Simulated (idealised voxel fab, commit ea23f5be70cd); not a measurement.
The name of this process module is voxel gate over fins.
The cross-section shown here is cut; it is 235 nm wide and divided into square cells measuring 5 nm on a side.
The cross-sections in this document take the form of a grid made of square cells. They are written out as bands, in order from top to bottom. Each band consists of one or more rows of cells.
Each band's line starts with the height of the band's top and of its bottom, in nm. Then come its materials from left to right, each with its width in nm. One material with "edge to edge" fills the band from edge to edge. "blank" is empty space.
We count height from 0. Below that, the starting wafer is all one material. The lowest band never ends at the bottom but goes on down; see "0 down" for how that is written.
Width "30..40": first value at the band's top row of cells, second value at its bottom row, equal change from row to row.
Where the words "nothing altered" appear for a step, the cross-section shows no cell changed by that step; every cell remained as before.
Entry "Trapped void list". Content: empty spaces with no open connection to the top, size 8 cells or greater. Each: width x height at distance. Distance: from left edge. Unit: nm.
Formally, on a step line, whatever follows the settings is a remark that the simulator itself makes on the step.
overlay nm: where the mask lay relative to plan, measured to the right, on steps with a mask; negatives go left.
The planned process steps are enumerated hereunder
- 1: RECEIVE | material Si
- 2: CONFORMAL_DEP | material SiN | thk nm 5
- 3: PATTERN | tone cover | mask id FINS | material resist | width nm 15 | pitch nm 35 | thk nm 15 | overlay nm 0
- 4: DIRECTIONAL_ETCH | etch materials SiN | depth nm 5
- 5: DIRECTIONAL_ETCH | etch materials Si | depth nm 35
- 6: STRIP | etch materials resist
- 7: FILL_DEP | material SiO2 | thk nm 15
- 8: CMP | height nm 5
- 9: SELECTIVE_ETCH | etch materials SiO2 | depth nm 15
- 10: STRIP | etch materials SiN
- 11: CONFORMAL_DEP | material HfO2 | thk nm 5
- 12: CONFORMAL_DEP | material TiN | thk nm 5
- 13: CONFORMAL_DEP | material TiAl | thk nm 5
- 14: CONFORMAL_DEP | material TiN | thk nm 5
- 15: FILL_DEP | material W | thk nm 15
- 16: CMP | height nm 30
- 17: CONFORMAL_DEP | material SiCN | thk nm 5
Shown in cross-section is the wafer as received, that is, as it stands after step 1
  0 down | Si edge to edge
  Trapped void list: none
Look at the cross-section after the module: the wafer started out the way shown above and the plan was the one shown above, yet one mistake was made along the way
  35 to 30 | SiCN edge to edge
  30 to 20 | W edge to edge
  20 to 15 | 60 of W, 90 of TiN, 85 of W
  15 to 10 | 60 of W, 5 of TiN, 80 of TiAl, 5 of TiN, 85 of W
  10 to 5 | 65 of TiN, 5 of TiAl, 70 of TiN, 5 of TiAl, 90 of TiN
  5 to 0 | 70 of TiAl, 5 of TiN, 25 of HfO2, 10 of TiN, 25 of HfO2, 5 of TiN, 95 of TiAl
  0 to -5 | 75 of TiN, 5 of HfO2, 15 of Si, 5 of HfO2, 10 of TiN, 5 of HfO2, 15 of Si, 5 of HfO2, 100 of TiN
  -5 to -10 | 80 of HfO2, 15 of Si, 20 of HfO2, 15 of Si, 105 of HfO2
  -10 to -35 | 80 of SiO2, 15 of Si, 20 of SiO2, 15 of Si, 105 of SiO2
  -35 down | Si edge to edge
  Trapped void list: none
Against the plan, the run slipped here: not per plan at step 3, really ran PATTERN | tone cover | mask id FINS | material resist | width nm 15 | pitch nm 35 | thk nm 15 | overlay nm -10
